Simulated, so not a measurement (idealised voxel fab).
Module name: voxel gate over fins (process module)
cross-section cut | 225 nm wide | cells 5 nm
Throughout this document, each cross-section is represented as a grid of square cells and is presented as a sequence of bands enumerated from the top downward, where a band comprises one or more rows of cells.
Quick guide to a band line: top height, bottom height (nm) up front; then every material left to right with its width in nm. Only one material and it's marked "throughout"? Then it fills the band edge to edge. And "air" just means empty space.
Ref level 0: as-received wafer is one material below here. Bottom band extends down with no lower bound ("0 down").
You'd read "30 to 40" like this: the band's top row of cells is as wide as the first number, its bottom row is as wide as the second, and going down, every row changes width by the same amount as the row before did.
Where the words "remained the same" appear for a step, the cross-section shows no cell changed by that step; every cell remained as before.
Enclosed voids (no open way to top), threshold 8 cells or more, entry "Enclosed empty spaces", notation width x height at distance, distance from left edge, nm.
On a step's line, text after the settings is the simulator commenting on that step.
Each step line may optionally specify "overlay nm", which for a step with a mask gives the rightward distance between the mask's planned place and where it lay, a negative value indicating the leftward direction.
The process steps that were planned are listed below:
step 1: RECEIVE,material Si
step 2: CONFORMAL_DEP,material SiN,thk nm 5
step 3: PATTERN,tone cover,mask id FINS,material resist,width nm 15,pitch nm 45,thk nm 15,overlay nm 0
step 4: DIRECTIONAL_ETCH,etch materials SiN,depth nm 5
step 5: DIRECTIONAL_ETCH,etch materials Si,depth nm 30
step 6: STRIP,etch materials resist
step 7: OXIDIZE,depth nm 5
step 8: FILL_DEP,material SiO2,thk nm 10
step 9: CMP,height nm 5
step 10: SELECTIVE_ETCH,etch materials SiO2,depth nm 20
step 11: STRIP,etch materials SiN
step 12: CONFORMAL_DEP,material HfO2,thk nm 5
step 13: CONFORMAL_DEP,material TiN,thk nm 5
step 14: CONFORMAL_DEP,material TiAl,thk nm 5
step 15: CONFORMAL_DEP,material TiN,thk nm 5
step 16: FILL_DEP,material W,thk nm 15
step 17: CMP,height nm 30
step 18: CONFORMAL_DEP,material SiCN,thk nm 5
So this is the incoming wafer in cross-section - it's already been through step 1:
* 0 down: Si throughout
* Enclosed empty spaces: none
Sectioned view, first of two wafers, at the close of the module, processed as intended in the plan:
* 35 to 30: SiCN throughout
* 30 to 20: W throughout
* 20 to 15: W (20) | TiN (180) | W (25)
* 15 to 10: W (20) | TiN (5) | TiAl (35) | TiN (10) | TiAl (35) | TiN (10) | TiAl (35) | TiN (10) | TiAl (35) | TiN (5) | W (25)
* 10 to 5: W (20) | TiN (5) | TiAl (5) | TiN (25) | TiAl (5) | TiN (10) | TiAl (5) | TiN (25) | TiAl (5) | TiN (10) | TiAl (5) | TiN (25) | TiAl (5) | TiN (10) | TiAl (5) | TiN (25) | TiAl (5) | TiN (5) | W (25)
* 5 to 0: TiN (25) | TiAl (5) | TiN (5) | HfO2 (15) | TiN (5) | TiAl (5) | TiN (10) | TiAl (5) | TiN (5) | HfO2 (15) | TiN (5) | TiAl (5) | TiN (10) | TiAl (5) | TiN (5) | HfO2 (15) | TiN (5) | TiAl (5) | TiN (10) | TiAl (5) | TiN (5) | HfO2 (15) | TiN (5) | TiAl (5) | TiN (30)
* 0 to -5: TiAl (30) | TiN (5) | HfO2 (5) | Si (5) | HfO2 (5) | TiN (5) | TiAl (20) | TiN (5) | HfO2 (5) | Si (5) | HfO2 (5) | TiN (5) | TiAl (20) | TiN (5) | HfO2 (5) | Si (5) | HfO2 (5) | TiN (5) | TiAl (20) | TiN (5) | HfO2 (5) | Si (5) | HfO2 (5) | TiN (5) | TiAl (35)
* -5 to -10: TiN (35) | HfO2 (5) | Si (5) | HfO2 (5) | TiN (30) | HfO2 (5) | Si (5) | HfO2 (5) | TiN (30) | HfO2 (5) | Si (5) | HfO2 (5) | TiN (30) | HfO2 (5) | Si (5) | HfO2 (5) | TiN (40)
* -10 to -15: HfO2 (40) | Si (5) | HfO2 (40) | Si (5) | HfO2 (40) | Si (5) | HfO2 (40) | Si (5) | HfO2 (45)
* -15 to -35: SiO2 (40) | Si (5) | SiO2 (40) | Si (5) | SiO2 (40) | Si (5) | SiO2 (40) | Si (5) | SiO2 (45)
* -35 down: Si throughout
* Enclosed empty spaces: none
Here's the second of our two wafers sectioned at module end. Same start as the first, same plan, but one mistake got made running it:
* 35 to 30: SiCN throughout
* 30 to 20: W throughout
* 20 to 15: W (20) | HfO2 (180) | W (25)
* 15 to 10: W (20) | HfO2 (5) | TiAl (35) | HfO2 (10) | TiAl (35) | HfO2 (10) | TiAl (35) | HfO2 (10) | TiAl (35) | HfO2 (5) | W (25)
* 10 to 5: W (20) | HfO2 (5) | TiAl (5) | TiN (25) | TiAl (5) | HfO2 (10) | TiAl (5) | TiN (25) | TiAl (5) | HfO2 (10) | TiAl (5) | TiN (25) | TiAl (5) | HfO2 (10) | TiAl (5) | TiN (25) | TiAl (5) | HfO2 (5) | W (25)
* 5 to 0: HfO2 (25) | TiAl (5) | TiN (5) | HfO2 (15) | TiN (5) | TiAl (5) | HfO2 (10) | TiAl (5) | TiN (5) | HfO2 (15) | TiN (5) | TiAl (5) | HfO2 (10) | TiAl (5) | TiN (5) | HfO2 (15) | TiN (5) | TiAl (5) | HfO2 (10) | TiAl (5) | TiN (5) | HfO2 (15) | TiN (5) | TiAl (5) | HfO2 (30)
* 0 to -5: TiAl (30) | TiN (5) | HfO2 (5) | Si (5) | HfO2 (5) | TiN (5) | TiAl (20) | TiN (5) | HfO2 (5) | Si (5) | HfO2 (5) | TiN (5) | TiAl (20) | TiN (5) | HfO2 (5) | Si (5) | HfO2 (5) | TiN (5) | TiAl (20) | TiN (5) | HfO2 (5) | Si (5) | HfO2 (5) | TiN (5) | TiAl (35)
* -5 to -10: TiN (35) | HfO2 (5) | Si (5) | HfO2 (5) | TiN (30) | HfO2 (5) | Si (5) | HfO2 (5) | TiN (30) | HfO2 (5) | Si (5) | HfO2 (5) | TiN (30) | HfO2 (5) | Si (5) | HfO2 (5) | TiN (40)
* -10 to -15: HfO2 (40) | Si (5) | HfO2 (40) | Si (5) | HfO2 (40) | Si (5) | HfO2 (40) | Si (5) | HfO2 (45)
* -15 to -35: SiO2 (40) | Si (5) | SiO2 (40) | Si (5) | SiO2 (40) | Si (5) | SiO2 (40) | Si (5) | SiO2 (45)
* -35 down: Si throughout
* Enclosed empty spaces: none
What went wrong in running the wafer? contrary to plan, step 15 was performed as CONFORMAL_DEP,material HfO2,thk nm 5
At the finish, the second wafer shows more or fewer cells for some materials than the first does: +69 HfO2, -69 TiN
